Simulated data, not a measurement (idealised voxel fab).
Process module under the name voxel gate over fins
Displayed cross-section: cut, width of 235 nm, square cells sized 5 nm.
Notation: cross-section as square-cell grid; stated in bands, top first, going down; one or more cell rows per band. Top height, bottom height, nm. Materials left to right, width each, nm. Single material + "full width" = fills band edge to edge. "air" = empty. Measure heights from 0. That's the level where, below it, the as-received wafer is all one material. The lowest band is bottomless and extends downward; write it as in "z 0 and below". Graded width ("30..40"): value in top row of band = first number; value in bottom row = second number; row-to-row change constant. Take "no modifications" at face value: in the step it is given for, the cross-section changed in none of its cells. For the entry "Encapsulated voids", the listed items are empty spaces with no open way to the top whose size is 8 cells or more; each item follows the pattern width x height at distance, where distance is from the left edge and all three are in nm. Heads up: the bit after the settings on a step's line is the simulator's remark on that step. The setting "overlay nm" may be written on the line of a step. When the step uses a mask, the value reports how far to the right of the planned place the mask lay, and a negative value reports that it lay to the left. Read the rest as pairs. Take the cross-section before one process step, then the cross-section after it, which shows only down to the lowest band that changed. Under the pair, find the step between them and its settings. Bear in mind that pairs may come from different runs of this module on the same starting wafer: link a pair to the pair above it only where its entry headed "Before processing" says to.
## Before processing
* z 10 to 0 | 90 nm air, then 15 nm SiN, then 30 nm air, then 15 nm SiN, then 85 nm air
* z 0 to -40 | 90 nm air, then 5 nm SiO2, then 5 nm Si, then 5 nm SiO2, then 30 nm air, then 5 nm SiO2, then 5 nm Si, then 5 nm SiO2, then 85 nm air
* z -40 to -45 | 95 nm SiO2, then 5 nm Si, then 40 nm SiO2, then 5 nm Si, then 90 nm SiO2
* z -45 and below | Si full width
* Encapsulated voids: none
## As Processed
* z 15 to 10 | SiO2 full width
* z 10 to 0 | 90 nm SiO2, then 15 nm SiN, then 30 nm SiO2, then 15 nm SiN, then 85 nm SiO2
* z 0 to -45 | 95 nm SiO2, then 5 nm Si, then 40 nm SiO2, then 5 nm Si, then 90 nm SiO2
* Note: structure below -45 unchanged.
* Encapsulated voids: none
Name the step between the before and after sections above: FILL_DEP,material SiO2,thk nm 5
Before processing: per the after cross-section of the pair just above.
## As Processed
* z 10 to 0 | 90 nm SiO2, then 15 nm SiN, then 30 nm SiO2, then 15 nm SiN, then 85 nm SiO2
* Note: structure below 0 unchanged.
* Encapsulated voids: none
Name the step between the before and after sections above: CMP,height nm 10
Before processing: per the after cross-section of the pair just above.
## As Processed
* z 10 to 0 | 90 nm air, then 15 nm SiN, then 30 nm air, then 15 nm SiN, then 85 nm air
* z 0 to -10 | 95 nm air, then 5 nm Si, then 40 nm air, then 5 nm Si, then 90 nm air
* Note: structure below -10 unchanged.
* Encapsulated voids: none
Name the step between the before and after sections above: SELECTIVE_ETCH,etch materials SiO2,depth nm 20
Before processing: per the after cross-section of the pair just above.
## As Processed
* z 0 to -10 | 95 nm air, then 5 nm Si, then 40 nm air, then 5 nm Si, then 90 nm air
* Note: structure below -10 unchanged.
* Encapsulated voids: none
Name the step between the before and after sections above: STRIP,etch materials SiN
Before processing: per the after cross-section of the pair just above.
## As Processed
* z 5 to 0 | 90 nm air, then 15 nm HfO2, then 30 nm air, then 15 nm HfO2, then 85 nm air
* z 0 to -5 | 90 nm air, then 5 nm HfO2, then 5 nm Si, then 5 nm HfO2, then 30 nm air, then 5 nm HfO2, then 5 nm Si, then 5 nm HfO2, then 85 nm air
* z -5 to -10 | 95 nm HfO2, then 5 nm Si, then 40 nm HfO2, then 5 nm Si, then 90 nm HfO2
* Note: structure below -10 unchanged.
* Encapsulated voids: none
Name the step between the before and after sections above: CONFORMAL_DEP,material HfO2,thk nm 5
Before processing: per the after cross-section of the pair just above.
## As Processed
* z 10 to 5 | 85 nm air, then 25 nm TiN, then 20 nm air, then 25 nm TiN, then 80 nm air
* z 5 to 0 | 85 nm air, then 5 nm TiN, then 15 nm HfO2, then 5 nm TiN, then 20 nm air, then 5 nm TiN, then 15 nm HfO2, then 5 nm TiN, then 80 nm air
* z 0 to -5 | 90 nm TiN, then 5 nm HfO2, then 5 nm Si, then 5 nm HfO2, then 30 nm TiN, then 5 nm HfO2, then 5 nm Si, then 5 nm HfO2, then 85 nm TiN
* Note: structure below -5 unchanged.
* Encapsulated voids: none
Name the step between the before and after sections above: CONFORMAL_DEP,material TiN,thk nm 5
Before processing: per the after cross-section of the pair just above.
## As Processed
* z 20 to 10 | W full width
* z 10 to 5 | 85 nm W, then 25 nm TiN, then 20 nm W, then 25 nm TiN, then 80 nm W
* z 5 to 0 | 85 nm W, then 5 nm TiN, then 15 nm HfO2, then 5 nm TiN, then 20 nm W, then 5 nm TiN, then 15 nm HfO2, then 5 nm TiN, then 80 nm W
* Note: structure below 0 unchanged.
* Encapsulated voids: none
Name the step between the before and after sections above: FILL_DEP,material W,thk nm 10
Before processing: per the after cross-section of the pair just above.
## As Processed
* z 15 to 10 | W full width
* Note: structure below 10 unchanged.
* Encapsulated voids: none
Name the step between the before and after sections above: CMP,height nm 15
Before processing: per the after cross-section of the pair just above.
## As Processed
* z 25 to 15 | SiN full width
* Note: structure below 15 unchanged.
* Encapsulated voids: none
Name the step between the before and after sections above: CONFORMAL_DEP,material SiN,thk nm 10
## Before processing
* z 10 to 0 | 85 nm air, then 15 nm SiN, then 30 nm air, then 15 nm SiN, then 90 nm air
* z 0 to -40 | 85 nm air, then 5 nm SiO2, then 5 nm Si, then 5 nm SiO2, then 30 nm air, then 5 nm SiO2, then 5 nm Si, then 5 nm SiO2, then 90 nm air
* z -40 to -45 | 90 nm SiO2, then 5 nm Si, then 40 nm SiO2, then 5 nm Si, then 95 nm SiO2
* z -45 and below | Si full width
* Encapsulated voids: none
## As Processed
* z 15 to 10 | TiN full width
* z 10 to 0 | 85 nm TiN, then 15 nm SiN, then 30 nm TiN, then 15 nm SiN, then 90 nm TiN
* z 0 to -40 | 85 nm TiN, then 5 nm SiO2, then 5 nm Si, then 5 nm SiO2, then 30 nm TiN, then 5 nm SiO2, then 5 nm Si, then 5 nm SiO2, then 90 nm TiN
* Note: structure below -40 unchanged.
* Encapsulated voids: none
Name the step between the before and after sections above: FILL_DEP,material TiN,thk nm 5
Before processing: per the after cross-section of the pair just above.
## As Processed
* z 10 to 0 | 85 nm TiN, then 15 nm SiN, then 30 nm TiN, then 15 nm SiN, then 90 nm TiN
* Note: structure below 0 unchanged.
* Encapsulated voids: none
Name the step between the before and after sections above: CMP,height nm 10
Before processing: per the after cross-section of the pair just above.
## As Processed
* z 10 to 0 | 85 nm TiN, then 15 nm air, then 30 nm TiN, then 15 nm air, then 90 nm TiN
* Note: structure below 0 unchanged.
* Encapsulated voids: none
Name the step between the before and after sections above: STRIP,etch materials SiN
Before processing: per the after cross-section of the pair just above.
## As Processed
* z 15 to 10 | 90 nm HfO2, then 5 nm air, then 40 nm HfO2, then 5 nm air, then 95 nm HfO2
* z 10 to 5 | 85 nm TiN, then 5 nm HfO2, then 5 nm air, then 5 nm HfO2, then 30 nm TiN, then 5 nm HfO2, then 5 nm air, then 5 nm HfO2, then 90 nm TiN
* z 5 to 0 | 85 nm TiN, then 15 nm HfO2, then 30 nm TiN, then 15 nm HfO2, then 90 nm TiN
* Note: structure below 0 unchanged.
* Encapsulated voids: none
Name the step between the before and after sections above: CONFORMAL_DEP,material HfO2,thk nm 5
Before processing: per the after cross-section of the pair just above.
## As Processed
* z 20 to 15 | TiN full width
* z 15 to 10 | 90 nm HfO2, then 5 nm TiN, then 40 nm HfO2, then 5 nm TiN, then 95 nm HfO2
* z 10 to 5 | 85 nm TiN, then 5 nm HfO2, then 5 nm TiN, then 5 nm HfO2, then 30 nm TiN, then 5 nm HfO2, then 5 nm TiN, then 5 nm HfO2, then 90 nm TiN
* Note: structure below 5 unchanged.
* Encapsulated voids: none
Name the step between the before and after sections above: CONFORMAL_DEP,material TiN,thk nm 5
Before processing: per the after cross-section of the pair just above.
## As Processed
* z 30 to 20 | W full width
* Note: structure below 20 unchanged.
* Encapsulated voids: none
Name the step between the before and after sections above: FILL_DEP,material W,thk nm 10
Before processing: per the after cross-section of the pair just above.
## As Processed
* z 15 to 10 | 90 nm HfO2, then 5 nm TiN, then 40 nm HfO2, then 5 nm TiN, then 95 nm HfO2
* Note: structure below 10 unchanged.
* Encapsulated voids: none
Name the step between the before and after sections above: CMP,height nm 15
Before processing: per the after cross-section of the pair just above.
## As Processed
* z 25 to 15 | SiN full width
* Note: structure below 15 unchanged.
* Encapsulated voids: none
Name the step between the before and after sections above: CONFORMAL_DEP,material SiN,thk nm 10
## Before processing
* z 25 to 10 | aC full width
* z 10 to 0 | SiN full width
* z 0 and below | Si full width
* Encapsulated voids: none
## As Processed
* z 60 to 25 | 85 nm resist, then 15 nm air, then 30 nm resist, then 15 nm air, then 90 nm resist
* Note: structure below 25 unchanged.
* Encapsulated voids: none
Name the step between the before and after sections above: PATTERN,tone open,mask id FINS,material resist,width nm 15,pitch nm 45,thk nm 35,overlay nm 0
Before processing: per the after cross-section of the pair just above.
## As Processed
* z 45 to 25 | 85 nm resist, then 15 nm air, then 30 nm resist, then 15 nm air, then 90 nm resist
* z 25 to 10 | 85 nm aC, then 15 nm air, then 30 nm aC, then 15 nm air, then 90 nm aC
* Note: structure below 10 unchanged.
* Encapsulated voids: none
Name the step between the before and after sections above: DIRECTIONAL_ETCH,etch materials aC,depth nm 15
Before processing: per the after cross-section of the pair just above.
## As Processed
* z 25 to 10 | 85 nm aC, then 15 nm air, then 30 nm aC, then 15 nm air, then 90 nm aC
* Note: structure below 10 unchanged.
* Encapsulated voids: none
Name the step between the before and after sections above: STRIP,etch materials resist
Before processing: per the after cross-section of the pair just above.
## As Processed
* z 25 to 10 | 85 nm aC, then 15 nm air, then 30 nm aC, then 15 nm air, then 90 nm aC
* z 10 to 0 | 85 nm SiN, then 15 nm air, then 30 nm SiN, then 15 nm air, then 90 nm SiN
* Note: structure below 0 unchanged.
* Encapsulated voids: none
Name the step between the before and after sections above: DIRECTIONAL_ETCH,etch materials SiN,depth nm 10
Before processing: per the after cross-section of the pair just above.
## As Processed
* z 25 to 10 | 85 nm aC, then 15 nm air, then 30 nm aC, then 15 nm air, then 90 nm aC
* z 10 to 0 | 85 nm SiN, then 15 nm air, then 30 nm SiN, then 15 nm air, then 90 nm SiN
* z 0 to -40 | 85 nm Si, then 15 nm air, then 30 nm Si, then 15 nm air, then 90 nm Si
* Note: structure below -40 unchanged.
* Encapsulated voids: none
Name the step between the before and after sections above: DIRECTIONAL_ETCH,etch materials Si,depth nm 40
Before processing: per the after cross-section of the pair just above.
## As Processed
* z 10 to 0 | 85 nm SiN, then 15 nm air, then 30 nm SiN, then 15 nm air, then 90 nm SiN
* Note: structure below 0 unchanged.
* Encapsulated voids: none
Name the step between the before and after sections above: STRIP,etch materials aC
Before processing: per the after cross-section of the pair just above.
## As Processed
* z 10 to 0 | 85 nm SiN, then 15 nm air, then 30 nm SiN, then 15 nm air, then 90 nm SiN
* z 0 to -40 | 80 nm Si, then 5 nm SiO2, then 15 nm air, then 5 nm SiO2, then 20 nm Si, then 5 nm SiO2, then 15 nm air, then 5 nm SiO2, then 85 nm Si
* z -40 to -45 | 80 nm Si, then 25 nm SiO2, then 20 nm Si, then 25 nm SiO2, then 85 nm Si
* Note: structure below -45 unchanged.
* Encapsulated voids: none
Name the step between the before and after sections above: OXIDIZE,depth nm 5
Before processing: per the after cross-section of the pair just above.
## As Processed
* z 15 to 10 | SiO2 full width
* z 10 to 0 | 85 nm SiN, then 15 nm SiO2, then 30 nm SiN, then 15 nm SiO2, then 90 nm SiN
* z 0 to -45 | 80 nm Si, then 25 nm SiO2, then 20 nm Si, then 25 nm SiO2, then 85 nm Si
* Note: structure below -45 unchanged.
* Encapsulated voids: none
Name the step between the before and after sections above: FILL_DEP,material SiO2,thk nm 5
Before processing: per the after cross-section of the pair just above.
## As Processed
* z 10 to 0 | 85 nm SiN, then 15 nm SiO2, then 30 nm SiN, then 15 nm SiO2, then 90 nm SiN
* Note: structure below 0 unchanged.
* Encapsulated voids: none
Name the step between the before and after sections above: CMP,height nm 10
Before processing: per the after cross-section of the pair just above.
## As Processed
* z 10 to 0 | 85 nm SiN, then 15 nm air, then 30 nm SiN, then 15 nm air, then 90 nm SiN
* z 0 to -10 | 80 nm Si, then 25 nm air, then 20 nm Si, then 25 nm air, then 85 nm Si
* Note: structure below -10 unchanged.
* Encapsulated voids: none
Name the step between the before and after sections above: SELECTIVE_ETCH,etch materials SiO2,depth nm 20
Before processing: per the after cross-section of the pair just above.
## As Processed
* z 0 to -10 | 80 nm Si, then 25 nm air, then 20 nm Si, then 25 nm air, then 85 nm Si
* Note: structure below -10 unchanged.
* Encapsulated voids: none
Name the step between the before and after sections above: STRIP,etch materials SiN
Before processing: per the after cross-section of the pair just above.
## As Processed
* z 5 to 0 | 85 nm HfO2, then 15 nm air, then 30 nm HfO2, then 15 nm air, then 90 nm HfO2
* z 0 to -5 | 80 nm Si, then 5 nm HfO2, then 15 nm air, then 5 nm HfO2, then 20 nm Si, then 5 nm HfO2, then 15 nm air, then 5 nm HfO2, then 85 nm Si
* z -5 to -10 | 80 nm Si, then 25 nm HfO2, then 20 nm Si, then 25 nm HfO2, then 85 nm Si
* Note: structure below -10 unchanged.
* Encapsulated voids: none
Name the step between the before and after sections above: CONFORMAL_DEP,material HfO2,thk nm 5
Before processing: per the after cross-section of the pair just above.
## As Processed
* z 10 to 5 | 90 nm TiN, then 5 nm air, then 40 nm TiN, then 5 nm air, then 95 nm TiN
* z 5 to 0 | 85 nm HfO2, then 5 nm TiN, then 5 nm air, then 5 nm TiN, then 30 nm HfO2, then 5 nm TiN, then 5 nm air, then 5 nm TiN, then 90 nm HfO2
* z 0 to -5 | 80 nm Si, then 5 nm HfO2, then 15 nm TiN, then 5 nm HfO2, then 20 nm Si, then 5 nm HfO2, then 15 nm TiN, then 5 nm HfO2, then 85 nm Si
* Note: structure below -5 unchanged.
* Encapsulated voids: none
Name the step between the before and after sections above: CONFORMAL_DEP,material TiN,thk nm 5
Before processing: per the after cross-section of the pair just above.
## As Processed
* z 20 to 10 | W full width
* z 10 to 5 | 90 nm TiN, then 5 nm W, then 40 nm TiN, then 5 nm W, then 95 nm TiN
* z 5 to 0 | 85 nm HfO2, then 5 nm TiN, then 5 nm W, then 5 nm TiN, then 30 nm HfO2, then 5 nm TiN, then 5 nm W, then 5 nm TiN, then 90 nm HfO2
* Note: structure below 0 unchanged.
* Encapsulated voids: none
Name the step between the before and after sections above: FILL_DEP,material W,thk nm 10
Before processing: per the after cross-section of the pair just above.
## As Processed
* z 15 to 10 | W full width
* Note: structure below 10 unchanged.
* Encapsulated voids: none
Name the step between the before and after sections above: CMP,height nm 15
Before processing: per the after cross-section of the pair just above.
## As Processed
* z 25 to 15 | SiN full width
* Note: structure below 15 unchanged.
* Encapsulated voids: none
Name the step between the before and after sections above: CONFORMAL_DEP,material SiN,thk nm 10
